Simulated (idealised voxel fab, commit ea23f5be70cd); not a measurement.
The document below concerns the process module designated voxel plated lines.
240 nm wide, 5 nm square cells: that's cross-section cut.
Cross-section = grid of square cells, listed top down in bands; band = one or more rows.
Heights first: top, then bottom, in nm. Then materials, left to right, each with a width in nm. "all across" on a single material: fills the band edge to edge. "air": empty space.
Heads up on the height convention: 0 is the point under which the incoming wafer is all one material, and the lowest band has no bottom, it just keeps going down, like "0 and below".
A width given as "30..40" starts at the first number in the band's top row and ends at the second number in its bottom row, shifting by an equal amount at every step from row to row.
Reading "no alteration" for a step: not a cell of the cross-section changed in it.
"Fully sealed cavities" contains a list of empty spaces, each no smaller than 8 cells and without an open way to the top, written in the form width x height at distance with the distance from the left edge and all three in nm.
Heads up: the bit after the settings on a step's line is the simulator's remark on that step.
For masked steps, "overlay nm" on the step line gives how far right of plan the mask actually lay; a minus sign means it lay to the left.

Planned step list for the process:
1: RECEIVE | material Si
2: CONFORMAL_DEP | material SiN | thk nm 15
3: DIRECTIONAL_DEP | material TiN | thk nm 5
4: PATTERN | tone open | mask id LINES | material resist | width nm 20 | pitch nm 50 | thk nm 35 | overlay nm 0
5: EPI | material Ru | thk nm 5
6: EPI | material Ru | thk nm 5
7: EPI | material Ru | thk nm 10
8: STRIP | etch materials resist
9: DIRECTIONAL_ETCH | etch materials TiN | depth nm 5
10: CONFORMAL_DEP | material SiN | thk nm 10

Cross-section of the incoming wafer, state after step 1:
* 0 and below | Si all across
* Fully sealed cavities: none

Cross-sectional result after module completion. Note: starting condition and plan are unchanged from above; one processing mistake was made:
* 50 down to 40 | air: 50  SiN: 40  air: 10  SiN: 40  air: 10  SiN: 40  air: 50
* 40 down to 35 | air: 50  SiN: 10  Ru: 20  SiN: 10  air: 10  SiN: 10  Ru: 20  SiN: 10  air: 10  SiN: 10  Ru: 20  SiN: 10  air: 50
* 35 down to 25 | SiN: 60  Ru: 20  SiN: 30  Ru: 20  SiN: 30  Ru: 20  SiN: 60
* 25 down to 20 | Ru all across
* 20 down to 15 | TiN all across
* 15 down to 0 | SiN all across
* 0 and below | Si all across
* Fully sealed cavities: none
What broke from the plan during processing? the intended sequence of steps 4 and 5 was reversed during processing, with each occupying the position of the other
